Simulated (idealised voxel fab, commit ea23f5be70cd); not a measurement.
This section sets out a process module, namely voxel transistor to metal.
In the cross-section labelled cut, the width is 270 nm and each square cell is 5 nm.
Bands, listed from the top down, are how a cross-section gets written in this document; the cross-section itself is a grid of square cells, and a band is one or more rows of them.
Band entry format. Leading values: height of top, height of bottom, nm. Remainder: materials in left-to-right order, each with its width in nm. Special words: "everywhere" on a single material, which then fills the band edge to edge; "air", empty space.
Below 0: as-received wafer, all one material; heights counted from there. Lowest band: no bottom, goes on down, written "0 nm and below".
It should be noted that a width expressed as "30->40" varies in equal increments from row to row of cells within the band, taking the value of the first number at the top row and that of the second number at the bottom row.
"changes: none" -> step changed no cross-section cell.
"Closed cavity list" lists enclosed empty spaces (at least 8 cells, no open path upward to the top), each as width x height at distance from the left edge, in nm.
On a step's line, text after the settings is the simulator commenting on that step.
overlay nm: for a step with a mask, the amount by which the mask lay right of where it was planned; a negative amount means left of it.
-- Process steps - plan
1,RECEIVE with material Si
2,OXIDIZE with depth nm 5
3,CONFORMAL_DEP with material SiN, thk nm 10
4,MASKED_ETCH with tone cover, mask id ACTIVE, width nm 95, pitch nm 115, etch materials SiN, depth nm 10, overlay nm 0
5,MASKED_ETCH with tone cover, mask id ACTIVE, width nm 95, pitch nm 115, etch materials SiO2, depth nm 5, overlay nm 0
6,MASKED_ETCH with tone cover, mask id ACTIVE, width nm 95, pitch nm 115, etch materials Si, depth nm 25, overlay nm 0
7,OXIDIZE with depth nm 5
8,FILL_DEP with material SiO2, thk nm 10
9,CMP with height nm 10
10,SELECTIVE_ETCH with etch materials SiO2, depth nm 5
11,STRIP with etch materials SiN
12,SELECTIVE_ETCH with etch materials SiO2, depth nm 5
13,OXIDIZE with depth nm 5
14,DIRECTIONAL_DEP with material polySi, thk nm 30
15,DIRECTIONAL_DEP with material SiCN, thk nm 10
16,MASKED_ETCH with tone cover, mask id GATE, width nm 15, pitch nm 115, etch materials SiCN, depth nm 20, overlay nm 0
17,MASKED_ETCH with tone cover, mask id GATE, width nm 15, pitch nm 115, etch materials polySi, depth nm 40, overlay nm 0
18,CONFORMAL_DEP with material SiO2, thk nm 5
19,DIRECTIONAL_ETCH with etch materials SiO2, depth nm 5
20,CONFORMAL_DEP with material SiN, thk nm 10
21,DIRECTIONAL_ETCH with etch materials SiN, depth nm 10
22,DIRECTIONAL_ETCH with etch materials SiO2, depth nm 5
23,DIRECTIONAL_ETCH with etch materials Si, depth nm 15
24,EPI with material nSi, thk nm 15
25,FILL_DEP with material SiO2, thk nm 10
26,CMP with height nm 35
27,DIRECTIONAL_DEP with material SiO2, thk nm 15
28,DIRECTIONAL_DEP with material aC, thk nm 15
29,PATTERN with tone open, mask id CONTACT, material resist, width nm 30, thk nm 35, overlay nm 0
30,DIRECTIONAL_ETCH with etch materials aC, depth nm 15
31,STRIP with etch materials resist
32,DIRECTIONAL_ETCH with etch materials SiO2, depth nm 45
33,STRIP with etch materials aC
34,CONFORMAL_DEP with material TiN, thk nm 5
35,FILL_DEP with material W, thk nm 10
36,CMP with height nm 50
37,DIRECTIONAL_DEP with material TiN, thk nm 5
38,DIRECTIONAL_DEP with material Ru, thk nm 15
39,MASKED_ETCH with tone cover, mask id METAL_1, width nm 15, etch materials Ru, depth nm 15, overlay nm 0
40,MASKED_ETCH with tone cover, mask id METAL_1, width nm 15, etch materials TiN, depth nm 5, overlay nm 0
41,CONFORMAL_DEP with material SiCN, thk nm 5
42,FILL_DEP with material SiO2, thk nm 5
43,CMP with height nm 70
44,CONFORMAL_DEP with material SiCN, thk nm 5
-- First of two wafers, processed according to plan
-- Incoming wafer, cross-sectional view, post step 1
* 0 nm and below  Si everywhere
* Closed cavity list: none
-- Cross-section of the wafer after step 2
* 0 nm to -5 nm  SiO2 everywhere
* Nothing below the height -5 has changed.
-- Cross-section of the wafer after step 3
* 10 nm to 0 nm  SiN everywhere
* Nothing below the height 0 has changed.
-- Cross-section of the wafer after step 4
* 10 nm to 0 nm  30 air / 95 SiN / 20 air / 95 SiN / 30 air
* Nothing below the height 0 has changed.
-- Cross-section of the wafer after step 5
* 10 nm to 0 nm  30 air / 95 SiN / 20 air / 95 SiN / 30 air
* 0 nm to -5 nm  30 air / 95 SiO2 / 20 air / 95 SiO2 / 30 air
* Nothing below the height -5 has changed.
-- Cross-section of the wafer after step 6
* 10 nm to 0 nm  30 air / 95 SiN / 20 air / 95 SiN / 30 air
* 0 nm to -5 nm  30 air / 95 SiO2 / 20 air / 95 SiO2 / 30 air
* -5 nm to -30 nm  30 air / 95 Si / 20 air / 95 Si / 30 air
* Nothing below the height -30 has changed.
-- Cross-section of the wafer after step 7
* 10 nm to 0 nm  30 air / 95 SiN / 20 air / 95 SiN / 30 air
* 0 nm to -5 nm  30 air / 95 SiO2 / 20 air / 95 SiO2 / 30 air
* -5 nm to -30 nm  30 air / 5 SiO2 / 85 Si / 5 SiO2 / 20 air / 5 SiO2 / 85 Si / 5 SiO2 / 30 air
* -30 nm to -35 nm  35 SiO2 / 85 Si / 30 SiO2 / 85 Si / 35 SiO2
* Nothing below the height -35 has changed.
-- Cross-section of the wafer after step 8
* 20 nm to 10 nm  SiO2 everywhere
* 10 nm to 0 nm  30 SiO2 / 95 SiN / 20 SiO2 / 95 SiN / 30 SiO2
* 0 nm to -5 nm  SiO2 everywhere
* -5 nm to -35 nm  35 SiO2 / 85 Si / 30 SiO2 / 85 Si / 35 SiO2
* Nothing below the height -35 has changed.
-- Cross-section of the wafer after step 9
* 10 nm to 0 nm  30 SiO2 / 95 SiN / 20 SiO2 / 95 SiN / 30 SiO2
* Nothing below the height 0 has changed.
-- Cross-section of the wafer after step 10
* 10 nm to 5 nm  30 air / 95 SiN / 20 air / 95 SiN / 30 air
* Nothing below the height 5 has changed.
-- Cross-section of the wafer after step 11
* 5 nm to 0 nm  30 SiO2 / 95 air / 20 SiO2 / 95 air / 30 SiO2
* Nothing below the height 0 has changed.
-- Cross-section of the wafer after step 12
* 0 nm to -5 nm  25 SiO2 / 105 air / 10 SiO2 / 105 air / 25 SiO2
* Nothing below the height -5 has changed.
-- Cross-section of the wafer after step 13
* 0 nm to -5 nm  25 SiO2 / 105 air / 10 SiO2 / 105 air / 25 SiO2
* -5 nm to -10 nm  SiO2 everywhere
* Nothing below the height -10 has changed.
-- Cross-section of the wafer after step 14
* 30 nm to 25 nm  25 polySi / 105 air / 10 polySi / 105 air / 25 polySi
* 25 nm to 0 nm  polySi everywhere
* 0 nm to -5 nm  25 SiO2 / 105 polySi / 10 SiO2 / 105 polySi / 25 SiO2
* Nothing below the height -5 has changed.
-- Cross-section of the wafer after step 15
* 40 nm to 35 nm  25 SiCN / 105 air / 10 SiCN / 105 air / 25 SiCN
* 35 nm to 30 nm  SiCN everywhere
* 30 nm to 25 nm  25 polySi / 105 SiCN / 10 polySi / 105 SiCN / 25 polySi
* Nothing below the height 25 has changed.
-- Cross-section of the wafer after step 16
* 35 nm to 30 nm  70 air / 15 SiCN / 100 air / 15 SiCN / 70 air
* 30 nm to 25 nm  25 polySi / 45 air / 15 SiCN / 45 air / 10 polySi / 45 air / 15 SiCN / 45 air / 25 polySi
* Nothing below the height 25 has changed.
-- Cross-section of the wafer after step 17
* 35 nm to 25 nm  70 air / 15 SiCN / 100 air / 15 SiCN / 70 air
* 25 nm to 0 nm  70 air / 15 polySi / 100 air / 15 polySi / 70 air
* 0 nm to -5 nm  25 SiO2 / 45 air / 15 polySi / 45 air / 10 SiO2 / 45 air / 15 polySi / 45 air / 25 SiO2
* Nothing below the height -5 has changed.
-- Cross-section of the wafer after step 18
* 40 nm to 35 nm  65 air / 25 SiO2 / 90 air / 25 SiO2 / 65 air
* 35 nm to 25 nm  65 air / 5 SiO2 / 15 SiCN / 5 SiO2 / 90 air / 5 SiO2 / 15 SiCN / 5 SiO2 / 65 air
* 25 nm to 5 nm  65 air / 5 SiO2 / 15 polySi / 5 SiO2 / 90 air / 5 SiO2 / 15 polySi / 5 SiO2 / 65 air
* 5 nm to 0 nm  30 SiO2 / 35 air / 5 SiO2 / 15 polySi / 5 SiO2 / 35 air / 20 SiO2 / 35 air / 5 SiO2 / 15 polySi / 5 SiO2 / 35 air / 30 SiO2
* 0 nm to -5 nm  70 SiO2 / 15 polySi / 100 SiO2 / 15 polySi / 70 SiO2
* Nothing below the height -5 has changed.
-- Cross-section of the wafer after step 19
* 35 nm to 25 nm  65 air / 5 SiO2 / 15 SiCN / 5 SiO2 / 90 air / 5 SiO2 / 15 SiCN / 5 SiO2 / 65 air
* 25 nm to 0 nm  65 air / 5 SiO2 / 15 polySi / 5 SiO2 / 90 air / 5 SiO2 / 15 polySi / 5 SiO2 / 65 air
* 0 nm to -5 nm  30 SiO2 / 35 air / 5 SiO2 / 15 polySi / 5 SiO2 / 35 air / 20 SiO2 / 35 air / 5 SiO2 / 15 polySi / 5 SiO2 / 35 air / 30 SiO2
* Nothing below the height -5 has changed.
-- Cross-section of the wafer after step 20
* 45 nm to 35 nm  55 air / 45 SiN / 70 air / 45 SiN / 55 air
* 35 nm to 25 nm  55 air / 10 SiN / 5 SiO2 / 15 SiCN / 5 SiO2 / 10 SiN / 70 air / 10 SiN / 5 SiO2 / 15 SiCN / 5 SiO2 / 10 SiN / 55 air
* 25 nm to 10 nm  55 air / 10 SiN / 5 SiO2 / 15 polySi / 5 SiO2 / 10 SiN / 70 air / 10 SiN / 5 SiO2 / 15 polySi / 5 SiO2 / 10 SiN / 55 air
* 10 nm to 5 nm  40 SiN / 15 air / 10 SiN / 5 SiO2 / 15 polySi / 5 SiO2 / 10 SiN / 15 air / 40 SiN / 15 air / 10 SiN / 5 SiO2 / 15 polySi / 5 SiO2 / 10 SiN / 15 air / 40 SiN
* 5 nm to 0 nm  65 SiN / 5 SiO2 / 15 polySi / 5 SiO2 / 90 SiN / 5 SiO2 / 15 polySi / 5 SiO2 / 65 SiN
* 0 nm to -5 nm  30 SiO2 / 35 SiN / 5 SiO2 / 15 polySi / 5 SiO2 / 35 SiN / 20 SiO2 / 35 SiN / 5 SiO2 / 15 polySi / 5 SiO2 / 35 SiN / 30 SiO2
* Nothing below the height -5 has changed.
-- Cross-section of the wafer after step 21
* 35 nm to 25 nm  55 air / 10 SiN / 5 SiO2 / 15 SiCN / 5 SiO2 / 10 SiN / 70 air / 10 SiN / 5 SiO2 / 15 SiCN / 5 SiO2 / 10 SiN / 55 air
* 25 nm to 0 nm  55 air / 10 SiN / 5 SiO2 / 15 polySi / 5 SiO2 / 10 SiN / 70 air / 10 SiN / 5 SiO2 / 15 polySi / 5 SiO2 / 10 SiN / 55 air
* 0 nm to -5 nm  30 SiO2 / 10 SiN / 15 air / 10 SiN / 5 SiO2 / 15 polySi / 5 SiO2 / 10 SiN / 15 air / 10 SiN / 20 SiO2 / 10 SiN / 15 air / 10 SiN / 5 SiO2 / 15 polySi / 5 SiO2 / 10 SiN / 15 air / 10 SiN / 30 SiO2
* Nothing below the height -5 has changed.
-- Cross-section of the wafer after step 22
* 35 nm to 30 nm  55 air / 10 SiN / 5 air / 15 SiCN / 5 air / 10 SiN / 70 air / 10 SiN / 5 air / 15 SiCN / 5 air / 10 SiN / 55 air
* 30 nm to 25 nm  55 air / 10 SiN / 5 SiO2 / 15 SiCN / 5 SiO2 / 10 SiN / 70 air / 10 SiN / 5 SiO2 / 15 SiCN / 5 SiO2 / 10 SiN / 55 air
* 25 nm to 0 nm  55 air / 10 SiN / 5 SiO2 / 15 polySi / 5 SiO2 / 10 SiN / 70 air / 10 SiN / 5 SiO2 / 15 polySi / 5 SiO2 / 10 SiN / 55 air
* 0 nm to -5 nm  30 air / 10 SiN / 15 air / 10 SiN / 5 SiO2 / 15 polySi / 5 SiO2 / 10 SiN / 15 air / 10 SiN / 20 air / 10 SiN / 15 air / 10 SiN / 5 SiO2 / 15 polySi / 5 SiO2 / 10 SiN / 15 air / 10 SiN / 30 air
* -5 nm to -10 nm  40 SiO2 / 15 air / 45 SiO2 / 15 air / 40 SiO2 / 15 air / 45 SiO2 / 15 air / 40 SiO2
* Nothing below the height -10 has changed.
-- Cross-section of the wafer after step 23
* 35 nm to 30 nm  55 air / 10 SiN / 5 air / 15 SiCN / 5 air / 10 SiN / 70 air / 10 SiN / 5 air / 15 SiCN / 5 air / 10 SiN / 55 air
* 30 nm to 25 nm  55 air / 10 SiN / 5 SiO2 / 15 SiCN / 5 SiO2 / 10 SiN / 70 air / 10 SiN / 5 SiO2 / 15 SiCN / 5 SiO2 / 10 SiN / 55 air
* 25 nm to 0 nm  55 air / 10 SiN / 5 SiO2 / 15 polySi / 5 SiO2 / 10 SiN / 70 air / 10 SiN / 5 SiO2 / 15 polySi / 5 SiO2 / 10 SiN / 55 air
* 0 nm to -5 nm  30 air / 10 SiN / 15 air / 10 SiN / 5 SiO2 / 15 polySi / 5 SiO2 / 10 SiN / 15 air / 10 SiN / 20 air / 10 SiN / 15 air / 10 SiN / 5 SiO2 / 15 polySi / 5 SiO2 / 10 SiN / 15 air / 10 SiN / 30 air
* -5 nm to -10 nm  40 SiO2 / 15 air / 45 SiO2 / 15 air / 40 SiO2 / 15 air / 45 SiO2 / 15 air / 40 SiO2
* -10 nm to -25 nm  35 SiO2 / 5 Si / 15 air / 45 Si / 15 air / 5 Si / 30 SiO2 / 5 Si / 15 air / 45 Si / 15 air / 5 Si / 35 SiO2
* Nothing below the height -25 has changed.
-- Cross-section of the wafer after step 24
* 35 nm to 30 nm  55 air / 10 SiN / 5 air / 15 SiCN / 5 air / 10 SiN / 70 air / 10 SiN / 5 air / 15 SiCN / 5 air / 10 SiN / 55 air
* 30 nm to 25 nm  55 air / 10 SiN / 5 SiO2 / 15 SiCN / 5 SiO2 / 10 SiN / 70 air / 10 SiN / 5 SiO2 / 15 SiCN / 5 SiO2 / 10 SiN / 55 air
* 25 nm to 5 nm  55 air / 10 SiN / 5 SiO2 / 15 polySi / 5 SiO2 / 10 SiN / 70 air / 10 SiN / 5 SiO2 / 15 polySi / 5 SiO2 / 10 SiN / 55 air
* 5 nm to 0 nm  35 air / 20 nSi / 10 SiN / 5 SiO2 / 15 polySi / 5 SiO2 / 10 SiN / 20 nSi / 30 air / 20 nSi / 10 SiN / 5 SiO2 / 15 polySi / 5 SiO2 / 10 SiN / 20 nSi / 35 air
* 0 nm to -5 nm  30 air / 10 SiN / 15 nSi / 10 SiN / 5 SiO2 / 15 polySi / 5 SiO2 / 10 SiN / 15 nSi / 10 SiN / 20 air / 10 SiN / 15 nSi / 10 SiN / 5 SiO2 / 15 polySi / 5 SiO2 / 10 SiN / 15 nSi / 10 SiN / 30 air
* -5 nm to -10 nm  40 SiO2 / 15 nSi / 45 SiO2 / 15 nSi / 40 SiO2 / 15 nSi / 45 SiO2 / 15 nSi / 40 SiO2
* -10 nm to -25 nm  35 SiO2 / 5 Si / 15 nSi / 45 Si / 15 nSi / 5 Si / 30 SiO2 / 5 Si / 15 nSi / 45 Si / 15 nSi / 5 Si / 35 SiO2
* Nothing below the height -25 has changed.
-- Cross-section of the wafer after step 25
* 45 nm to 35 nm  SiO2 everywhere
* 35 nm to 25 nm  55 SiO2 / 10 SiN / 5 SiO2 / 15 SiCN / 5 SiO2 / 10 SiN / 70 SiO2 / 10 SiN / 5 SiO2 / 15 SiCN / 5 SiO2 / 10 SiN / 55 SiO2
* 25 nm to 5 nm  55 SiO2 / 10 SiN / 5 SiO2 / 15 polySi / 5 SiO2 / 10 SiN / 70 SiO2 / 10 SiN / 5 SiO2 / 15 polySi / 5 SiO2 / 10 SiN / 55 SiO2
* 5 nm to 0 nm  35 SiO2 / 20 nSi / 10 SiN / 5 SiO2 / 15 polySi / 5 SiO2 / 10 SiN / 20 nSi / 30 SiO2 / 20 nSi / 10 SiN / 5 SiO2 / 15 polySi / 5 SiO2 / 10 SiN / 20 nSi / 35 SiO2
* 0 nm to -5 nm  30 SiO2 / 10 SiN / 15 nSi / 10 SiN / 5 SiO2 / 15 polySi / 5 SiO2 / 10 SiN / 15 nSi / 10 SiN / 20 SiO2 / 10 SiN / 15 nSi / 10 SiN / 5 SiO2 / 15 polySi / 5 SiO2 / 10 SiN / 15 nSi / 10 SiN / 30 SiO2
* Nothing below the height -5 has changed.
-- Cross-section of the wafer after step 26
* 35 nm to 25 nm  55 SiO2 / 10 SiN / 5 SiO2 / 15 SiCN / 5 SiO2 / 10 SiN / 70 SiO2 / 10 SiN / 5 SiO2 / 15 SiCN / 5 SiO2 / 10 SiN / 55 SiO2
* Nothing below the height 25 has changed.
-- Cross-section of the wafer after step 27
* 50 nm to 35 nm  SiO2 everywhere
* Nothing below the height 35 has changed.
-- Cross-section of the wafer after step 28
* 65 nm to 50 nm  aC everywhere
* Nothing below the height 50 has changed.
-- Cross-section of the wafer after step 29
* 100 nm to 65 nm  35 resist / 30 air / 25 resist / 30 air / 30 resist / 30 air / 25 resist / 30 air / 35 resist
* Nothing below the height 65 has changed.
-- Cross-section of the wafer after step 30
* 85 nm to 65 nm  35 resist / 30 air / 25 resist / 30 air / 30 resist / 30 air / 25 resist / 30 air / 35 resist
* 65 nm to 50 nm  35 aC / 30 air / 25 aC / 30 air / 30 aC / 30 air / 25 aC / 30 air / 35 aC
* Nothing below the height 50 has changed.
-- Cross-section of the wafer after step 31
* 65 nm to 50 nm  35 aC / 30 air / 25 aC / 30 air / 30 aC / 30 air / 25 aC / 30 air / 35 aC
* Nothing below the height 50 has changed.
-- Cross-section of the wafer after step 32
* 65 nm to 50 nm  35 aC / 30 air / 25 aC / 30 air / 30 aC / 30 air / 25 aC / 30 air / 35 aC
* 50 nm to 35 nm  35 SiO2 / 30 air / 25 SiO2 / 30 air / 30 SiO2 / 30 air / 25 SiO2 / 30 air / 35 SiO2
* 35 nm to 25 nm  35 SiO2 / 20 air / 10 SiN / 5 SiO2 / 15 SiCN / 5 SiO2 / 10 SiN / 20 air / 30 SiO2 / 20 air / 10 SiN / 5 SiO2 / 15 SiCN / 5 SiO2 / 10 SiN / 20 air / 35 SiO2
* 25 nm to 5 nm  35 SiO2 / 20 air / 10 SiN / 5 SiO2 / 15 polySi / 5 SiO2 / 10 SiN / 20 air / 30 SiO2 / 20 air / 10 SiN / 5 SiO2 / 15 polySi / 5 SiO2 / 10 SiN / 20 air / 35 SiO2
* Nothing below the height 5 has changed.
-- Cross-section of the wafer after step 33
* 50 nm to 35 nm  35 SiO2 / 30 air / 25 SiO2 / 30 air / 30 SiO2 / 30 air / 25 SiO2 / 30 air / 35 SiO2
* Nothing below the height 35 has changed.
-- Cross-section of the wafer after step 34
* 55 nm to 50 nm  40 TiN / 20 air / 35 TiN / 20 air / 40 TiN / 20 air / 35 TiN / 20 air / 40 TiN
* 50 nm to 40 nm  35 SiO2 / 5 TiN / 20 air / 5 TiN / 25 SiO2 / 5 TiN / 20 air / 5 TiN / 30 SiO2 / 5 TiN / 20 air / 5 TiN / 25 SiO2 / 5 TiN / 20 air / 5 TiN / 35 SiO2
* 40 nm to 35 nm  35 SiO2 / 5 TiN / 10 air / 15 TiN / 25 SiO2 / 15 TiN / 10 air / 5 TiN / 30 SiO2 / 5 TiN / 10 air / 15 TiN / 25 SiO2 / 15 TiN / 10 air / 5 TiN / 35 SiO2
* 35 nm to 25 nm  35 SiO2 / 5 TiN / 10 air / 5 TiN / 10 SiN / 5 SiO2 / 15 SiCN / 5 SiO2 / 10 SiN / 5 TiN / 10 air / 5 TiN / 30 SiO2 / 5 TiN / 10 air / 5 TiN / 10 SiN / 5 SiO2 / 15 SiCN / 5 SiO2 / 10 SiN / 5 TiN / 10 air / 5 TiN / 35 SiO2
* 25 nm to 10 nm  35 SiO2 / 5 TiN / 10 air / 5 TiN / 10 SiN / 5 SiO2 / 15 polySi / 5 SiO2 / 10 SiN / 5 TiN / 10 air / 5 TiN / 30 SiO2 / 5 TiN / 10 air / 5 TiN / 10 SiN / 5 SiO2 / 15 polySi / 5 SiO2 / 10 SiN / 5 TiN / 10 air / 5 TiN / 35 SiO2
* 10 nm to 5 nm  35 SiO2 / 20 TiN / 10 SiN / 5 SiO2 / 15 polySi / 5 SiO2 / 10 SiN / 20 TiN / 30 SiO2 / 20 TiN / 10 SiN / 5 SiO2 / 15 polySi / 5 SiO2 / 10 SiN / 20 TiN / 35 SiO2
* Nothing below the height 5 has changed.
-- Cross-section of the wafer after step 35
* 65 nm to 55 nm  W everywhere
* 55 nm to 50 nm  40 TiN / 20 W / 35 TiN / 20 W / 40 TiN / 20 W / 35 TiN / 20 W / 40 TiN
* 50 nm to 40 nm  35 SiO2 / 5 TiN / 20 W / 5 TiN / 25 SiO2 / 5 TiN / 20 W / 5 TiN / 30 SiO2 / 5 TiN / 20 W / 5 TiN / 25 SiO2 / 5 TiN / 20 W / 5 TiN / 35 SiO2
* 40 nm to 35 nm  35 SiO2 / 5 TiN / 10 W / 15 TiN / 25 SiO2 / 15 TiN / 10 W / 5 TiN / 30 SiO2 / 5 TiN / 10 W / 15 TiN / 25 SiO2 / 15 TiN / 10 W / 5 TiN / 35 SiO2
* 35 nm to 25 nm  35 SiO2 / 5 TiN / 10 W / 5 TiN / 10 SiN / 5 SiO2 / 15 SiCN / 5 SiO2 / 10 SiN / 5 TiN / 10 W / 5 TiN / 30 SiO2 / 5 TiN / 10 W / 5 TiN / 10 SiN / 5 SiO2 / 15 SiCN / 5 SiO2 / 10 SiN / 5 TiN / 10 W / 5 TiN / 35 SiO2
* 25 nm to 10 nm  35 SiO2 / 5 TiN / 10 W / 5 TiN / 10 SiN / 5 SiO2 / 15 polySi / 5 SiO2 / 10 SiN / 5 TiN / 10 W / 5 TiN / 30 SiO2 / 5 TiN / 10 W / 5 TiN / 10 SiN / 5 SiO2 / 15 polySi / 5 SiO2 / 10 SiN / 5 TiN / 10 W / 5 TiN / 35 SiO2
* Nothing below the height 10 has changed.
-- Cross-section of the wafer after step 36
* 50 nm to 40 nm  35 SiO2 / 5 TiN / 20 W / 5 TiN / 25 SiO2 / 5 TiN / 20 W / 5 TiN / 30 SiO2 / 5 TiN / 20 W / 5 TiN / 25 SiO2 / 5 TiN / 20 W / 5 TiN / 35 SiO2
* Nothing below the height 40 has changed.
-- Cross-section of the wafer after step 37
* 55 nm to 50 nm  TiN everywhere
* Nothing below the height 50 has changed.
-- Cross-section of the wafer after step 38
* 70 nm to 55 nm  Ru everywhere
* Nothing below the height 55 has changed.
-- Cross-section of the wafer after step 39
* 70 nm to 55 nm  35 air / 15 Ru / 55 air / 15 Ru / 30 air / 15 Ru / 55 air / 15 Ru / 35 air
* Nothing below the height 55 has changed.
-- Cross-section of the wafer after step 40
* 70 nm to 55 nm  35 air / 15 Ru / 55 air / 15 Ru / 30 air / 15 Ru / 55 air / 15 Ru / 35 air
* 55 nm to 50 nm  35 air / 15 TiN / 55 air / 15 TiN / 30 air / 15 TiN / 55 air / 15 TiN / 35 air
* Nothing below the height 50 has changed.
-- Cross-section of the wafer after step 41
* 75 nm to 70 nm  30 air / 25 SiCN / 45 air / 25 SiCN / 20 air / 25 SiCN / 45 air / 25 SiCN / 30 air
* 70 nm to 55 nm  30 air / 5 SiCN / 15 Ru / 5 SiCN / 45 air / 5 SiCN / 15 Ru / 5 SiCN / 20 air / 5 SiCN / 15 Ru / 5 SiCN / 45 air / 5 SiCN / 15 Ru / 5 SiCN / 30 air
* 55 nm to 50 nm  35 SiCN / 15 TiN / 55 SiCN / 15 TiN / 30 SiCN / 15 TiN / 55 SiCN / 15 TiN / 35 SiCN
* Nothing below the height 50 has changed.
-- Cross-section of the wafer after step 42
* 80 nm to 75 nm  SiO2 everywhere
* 75 nm to 70 nm  30 SiO2 / 25 SiCN / 45 SiO2 / 25 SiCN / 20 SiO2 / 25 SiCN / 45 SiO2 / 25 SiCN / 30 SiO2
* 70 nm to 55 nm  30 SiO2 / 5 SiCN / 15 Ru / 5 SiCN / 45 SiO2 / 5 SiCN / 15 Ru / 5 SiCN / 20 SiO2 / 5 SiCN / 15 Ru / 5 SiCN / 45 SiO2 / 5 SiCN / 15 Ru / 5 SiCN / 30 SiO2
* Nothing below the height 55 has changed.
-- Cross-section of the wafer after step 43
* 70 nm to 55 nm  30 SiO2 / 5 SiCN / 15 Ru / 5 SiCN / 45 SiO2 / 5 SiCN / 15 Ru / 5 SiCN / 20 SiO2 / 5 SiCN / 15 Ru / 5 SiCN / 45 SiO2 / 5 SiCN / 15 Ru / 5 SiCN / 30 SiO2
* Nothing below the height 55 has changed.
-- Cross-section of the wafer after step 44
* 75 nm to 70 nm  SiCN everywhere
* Nothing below the height 70 has changed.
-- For the second wafer, take the first wafer's start and plan, then add one mistake made in running it; everything through step 36, that step included, is shared with the first
-- Cross-sectional representation of the second wafer at the time designated in the plan for the completion of step 37
* 65 nm to 50 nm  TiN everywhere
* Nothing below the height 50 has changed.
-- Cross-sectional representation of the second wafer at the time designated in the plan for the completion of step 38
* 80 nm to 65 nm  Ru everywhere
* Nothing below the height 65 has changed.
-- Cross-sectional representation of the second wafer at the time designated in the plan for the completion of step 39
* 80 nm to 65 nm  35 air / 15 Ru / 55 air / 15 Ru / 30 air / 15 Ru / 55 air / 15 Ru / 35 air
* Nothing below the height 65 has changed.
-- Cross-sectional representation of the second wafer at the time designated in the plan for the completion of step 40
* 80 nm to 65 nm  35 air / 15 Ru / 55 air / 15 Ru / 30 air / 15 Ru / 55 air / 15 Ru / 35 air
* 65 nm to 60 nm  35 air / 15 TiN / 55 air / 15 TiN / 30 air / 15 TiN / 55 air / 15 TiN / 35 air
* Nothing below the height 60 has changed.
-- Cross-sectional representation of the second wafer at the time designated in the plan for the completion of step 41
* 85 nm to 80 nm  30 air / 25 SiCN / 45 air / 25 SiCN / 20 air / 25 SiCN / 45 air / 25 SiCN / 30 air
* 80 nm to 65 nm  30 air / 5 SiCN / 15 Ru / 5 SiCN / 45 air / 5 SiCN / 15 Ru / 5 SiCN / 20 air / 5 SiCN / 15 Ru / 5 SiCN / 45 air / 5 SiCN / 15 Ru / 5 SiCN / 30 air
* 65 nm to 60 nm  35 SiCN / 15 TiN / 55 SiCN / 15 TiN / 30 SiCN / 15 TiN / 55 SiCN / 15 TiN / 35 SiCN
* Nothing below the height 60 has changed.
-- Cross-sectional representation of the second wafer at the time designated in the plan for the completion of step 42
* 90 nm to 85 nm  SiO2 everywhere
* 85 nm to 80 nm  30 SiO2 / 25 SiCN / 45 SiO2 / 25 SiCN / 20 SiO2 / 25 SiCN / 45 SiO2 / 25 SiCN / 30 SiO2
* 80 nm to 65 nm  30 SiO2 / 5 SiCN / 15 Ru / 5 SiCN / 45 SiO2 / 5 SiCN / 15 Ru / 5 SiCN / 20 SiO2 / 5 SiCN / 15 Ru / 5 SiCN / 45 SiO2 / 5 SiCN / 15 Ru / 5 SiCN / 30 SiO2
* Nothing below the height 65 has changed.
-- Cross-sectional representation of the second wafer at the time designated in the plan for the completion of step 43
* 70 nm to 65 nm  30 SiO2 / 5 SiCN / 15 Ru / 5 SiCN / 45 SiO2 / 5 SiCN / 15 Ru / 5 SiCN / 20 SiO2 / 5 SiCN / 15 Ru / 5 SiCN / 45 SiO2 / 5 SiCN / 15 Ru / 5 SiCN / 30 SiO2
* Nothing below the height 65 has changed.
-- Cross-sectional representation of the second wafer at the time designated in the plan for the completion of step 44
* 75 nm to 70 nm  SiCN everywhere
* Nothing below the height 70 has changed.
Nonconformance to the process plan: step 37 did not use the planned setting and instead ran as DIRECTIONAL_DEP with material TiN, thk nm 15
Wrapping up, a cell-based count of both wafers puts the second over or under the first for these materials: 24 fewer of Ru | 16 fewer of SiCN | 68 fewer of SiO2 | 108 more of TiN
